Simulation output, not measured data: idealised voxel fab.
process module | voxel gate over fins
cross-section cut | 145 nm wide | cells 5 nm
A cross-section is a grid of square cells, given in bands from the top down. A band is one or more rows of cells.
Each band's line starts with the height of the band's top and of its bottom, in nm. Then come its materials from left to right, each with its width in nm. One material with "throughout" fills the band from edge to edge. "air" is empty space.
Height 0 is the level under which the wafer as received is all one material. The lowest band goes on downwards, as in "0 down".
A width such as "30 to 40" changes by the same amount from each row of cells to the next, from the band's top row to its bottom row.
"no change" after a step means that no cell of the cross-section changed.
closed voids: empty space of 8 cells or more with no open way to the top, each as width x height at its distance from the left edge, in nm
after a step's settings: what the simulator itself notes on the step
overlay nm, on a step with a mask: how far to the right of its planned place the mask lay; to the left if negative
plan
1 op RECEIVE | material Si
2 op CONFORMAL_DEP | material SiN | thk nm 10
3 op PATTERN | tone cover | mask id FINS | material resist | width nm 15 | pitch nm 35 | thk nm 15 | overlay nm 0
4 op DIRECTIONAL_ETCH | etch materials SiN | depth nm 10
5 op DIRECTIONAL_ETCH | etch materials Si | depth nm 40
6 op STRIP | etch materials resist
7 op FILL_DEP | material SiO2 | thk nm 5
8 op CMP | height nm 10
9 op SELECTIVE_ETCH | etch materials SiO2 | depth nm 25
10 op STRIP | etch materials SiN
11 op CONFORMAL_DEP | material HfO2 | thk nm 5
12 op CONFORMAL_DEP | material TiN | thk nm 5
13 op CONFORMAL_DEP | material TiAl | thk nm 5
14 op CONFORMAL_DEP | material TiN | thk nm 5
15 op FILL_DEP | material W | thk nm 10
16 op CMP | height nm 25
17 op CONFORMAL_DEP | material SiCN | thk nm 5
as received, after step 1
  0 down: Si throughout
  closed voids: none
first wafer at the end, as planned
  30 to 25: SiCN throughout
  25 to 20: W throughout
  20 to 15: W 25 | TiN 90 | W 30
  15 to 10: W 25 | TiN 5 | TiAl 80 | TiN 5 | W 30
  10 to 5: W 25 | TiN 5 | TiAl 5 | TiN 70 | TiAl 5 | TiN 5 | W 30
  5 to 0: TiN 30 | TiAl 5 | TiN 5 | HfO2 25 | TiN 10 | HfO2 25 | TiN 5 | TiAl 5 | TiN 35
  0 to -5: TiAl 35 | TiN 5 | HfO2 5 | Si 15 | HfO2 5 | TiN 10 | HfO2 5 | Si 15 | HfO2 5 | TiN 5 | TiAl 40
  -5 to -10: TiN 40 | HfO2 5 | Si 15 | HfO2 5 | TiN 10 | HfO2 5 | Si 15 | HfO2 5 | TiN 45
  -10 to -15: HfO2 45 | Si 15 | HfO2 20 | Si 15 | HfO2 50
  -15 to -40: SiO2 45 | Si 15 | SiO2 20 | Si 15 | SiO2 50
  -40 down: Si throughout
  closed voids: none
second wafer at the end: like start, like plan, one mistake
  30 to 25: SiCN throughout
  25 to 20: TiAl throughout
  20 to 15: TiN throughout
  15 to 10: HfO2 throughout
  10 to 0: TiAl throughout
  0 down: Si throughout
  closed voids: none
what went wrong: step 2 ran as: op CONFORMAL_DEP | material TiAl | thk nm 10
at the end the second wafer has, in cells: 12 fewer of HfO2 | 184 more of Si | 115 fewer of SiO2 | 52 more of TiAl | 47 fewer of TiN | 62 fewer of W
